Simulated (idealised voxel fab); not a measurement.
Process module in this document: voxel capacitor over wiring
Square cells of 5 nm make up the cross-section cut, whose width is 210 nm.
Throughout this document, each cross-section is represented as a grid of square cells and is presented as a sequence of bands enumerated from the top downward, where a band comprises one or more rows of cells.
In this notation a band is specified by the heights of its top and bottom, in that order and in nm, after which its materials appear from left to right, each paired with its width in nm. The word "edge to edge" attached to a single material means that material fills the band from edge to edge; the word "air" stands for empty space.
Beneath 0, the wafer as received is one material, and that level is where height counting begins. The lowest band goes on downward without a bottom; it is written like "0 nm and below".
Width: "30..40" (first number = top row, second number = bottom row, same change from row to row of cells).
"no alteration", as given for a step, is the statement that not any cell of the cross-section underwent a change during that step.
Entry "Non-vented voids" = empty spaces >= 8 cells with no open way to the top; each as width x height at distance, distance from left edge, all nm.
That trailing text on a step's line, after the settings, is the simulator's own remark on the step.
A step's line can hold "overlay nm"; with a mask on that step, the setting says how far right of the planned place the mask lay, while a negative setting says it lay to the left.

## The steps planned for the process are as follows
1. RECEIVE | material Si
2. CONFORMAL_DEP | material SiO2 | thk nm 15
3. CONFORMAL_DEP | material SiCN | thk nm 5
4. DIRECTIONAL_DEP | material SiO2 | thk nm 20
5. PATTERN | tone open | mask id METAL_1 | material resist | width nm 20 | pitch nm 80 | thk nm 15 | overlay nm 0
6. DIRECTIONAL_ETCH | etch materials SiO2 | depth nm 20
7. DIRECTIONAL_ETCH | etch materials SiCN | depth nm 5
8. STRIP | etch materials resist
9. CONFORMAL_DEP | material TiN | thk nm 5
10. FILL_DEP | material W | thk nm 10
11. CMP | height nm 40
12. EPI | material Ru | thk nm 5
13. FILL_DEP | material SiCN | thk nm 5
14. DIRECTIONAL_DEP | material lowk | thk nm 15
15. MASKED_ETCH | tone open | mask id PLUG_1 | width nm 15 | etch materials lowk | depth nm 15 | overlay nm 0
16. MASKED_ETCH | tone open | mask id PLUG_1 | width nm 15 | etch materials SiCN | depth nm 5 | overlay nm 0
17. EPI | material Ru | thk nm 10
18. EPI | material Ru | thk nm 10
19. DIRECTIONAL_DEP | material TiN | thk nm 5
20. DIRECTIONAL_DEP | material HfO2 | thk nm 5
21. DIRECTIONAL_DEP | material TiN | thk nm 5
22. PATTERN | tone cover | mask id UPPER_PLATE | material resist | width nm 65 | thk nm 20 | overlay nm 0
23. DIRECTIONAL_ETCH | etch materials TiN | depth nm 5
24. DIRECTIONAL_ETCH | etch materials HfO2 | depth nm 5
25. STRIP | etch materials resist
26. MASKED_ETCH | tone cover | mask id LOWER_PLATE | width nm 75 | etch materials TiN | depth nm 5 | overlay nm 0
27. FILL_DEP | material SiO2 | thk nm 20
28. CMP | height nm 95
29. PATTERN | tone open | mask id PLUG_2 | material resist | width nm 15 | thk nm 20 | overlay nm 0
30. DIRECTIONAL_ETCH | etch materials SiO2 | depth nm 15
31. STRIP | etch materials resist
32. CONFORMAL_DEP | material TiN | thk nm 5
33. FILL_DEP | material Cu | thk nm 10
34. CMP | height nm 95
35. CONFORMAL_DEP | material SiN | thk nm 5

## as received, after step 1
> 0 nm and below  Si edge to edge
> Non-vented voids: none

## Cross-section, first of two wafers, end of module, run as planned
> 100 nm to 95 nm  SiN edge to edge
> 95 nm to 85 nm  SiO2: 70 | TiN: 5 | Cu: 5 | TiN: 5 | SiO2: 125
> 85 nm to 75 nm  SiO2: 70..60 | TiN: 15..65 | SiO2: 125..85
> 75 nm to 70 nm  SiO2: 60 | HfO2: 65 | SiO2: 85
> 70 nm to 65 nm  SiO2: 55 | TiN: 75 | SiO2: 80
> 65 nm to 50 nm  lowk: 60 | Ru: 15 | lowk: 135
> 50 nm to 45 nm  SiCN: 60 | Ru: 15 | SiCN: 135
> 45 nm to 40 nm  SiCN: 50 | Ru: 30 | SiCN: 50 | Ru: 30 | SiCN: 50
> 40 nm to 20 nm  SiO2: 55 | TiN: 5 | W: 10 | TiN: 5 | SiO2: 60 | TiN: 5 | W: 10 | TiN: 5 | SiO2: 55
> 20 nm to 15 nm  SiCN: 55 | TiN: 20 | SiCN: 60 | TiN: 20 | SiCN: 55
> 15 nm to 0 nm  SiO2 edge to edge
> 0 nm and below  Si edge to edge
> Non-vented voids: none

## This is the second of the two wafers, cross-sectioned at the end of the module; it started exactly like the first and was given the same plan, but it was run with one mistake
> 100 nm to 95 nm  SiN edge to edge
> 95 nm to 85 nm  SiO2: 70 | TiN: 5 | Cu: 5 | TiN: 5 | SiO2: 125
> 85 nm to 75 nm  SiO2: 70..60 | TiN: 15 | SiO2: 125..135
> 75 nm to 70 nm  SiO2: 60 | HfO2: 15 | SiO2: 135
> 70 nm to 65 nm  SiO2: 60 | TiN: 15 | SiO2: 135
> 65 nm to 60 nm  SiO2: 60 | lowk: 15 | TiN: 50 | SiO2: 85
> 60 nm to 55 nm  SiO2: 60 | lowk: 15 | HfO2: 50 | SiO2: 85
> 55 nm to 50 nm  SiO2: 55 | TiN: 5 | lowk: 15 | TiN: 55 | SiO2: 80
> 50 nm to 45 nm  SiCN edge to edge
> 45 nm to 40 nm  SiCN: 50 | Ru: 30 | SiCN: 50 | Ru: 30 | SiCN: 50
> 40 nm to 20 nm  SiO2: 55 | TiN: 5 | W: 10 | TiN: 5 | SiO2: 60 | TiN: 5 | W: 10 | TiN: 5 | SiO2: 55
> 20 nm to 15 nm  SiCN: 55 | TiN: 20 | SiCN: 60 | TiN: 20 | SiCN: 55
> 15 nm to 0 nm  SiO2 edge to edge
> 0 nm and below  Si edge to edge
> Non-vented voids: none
Heads up, the wafer didn't run the way we planned it: step 15 ran as: MASKED_ETCH | tone cover | mask id PLUG_1 | width nm 15 | etch materials lowk | depth nm 15 | overlay nm 0
Final difference in cells, second wafer against first, listed per material as more or fewer: Ru -12, SiCN +3, SiO2 +117, lowk -108
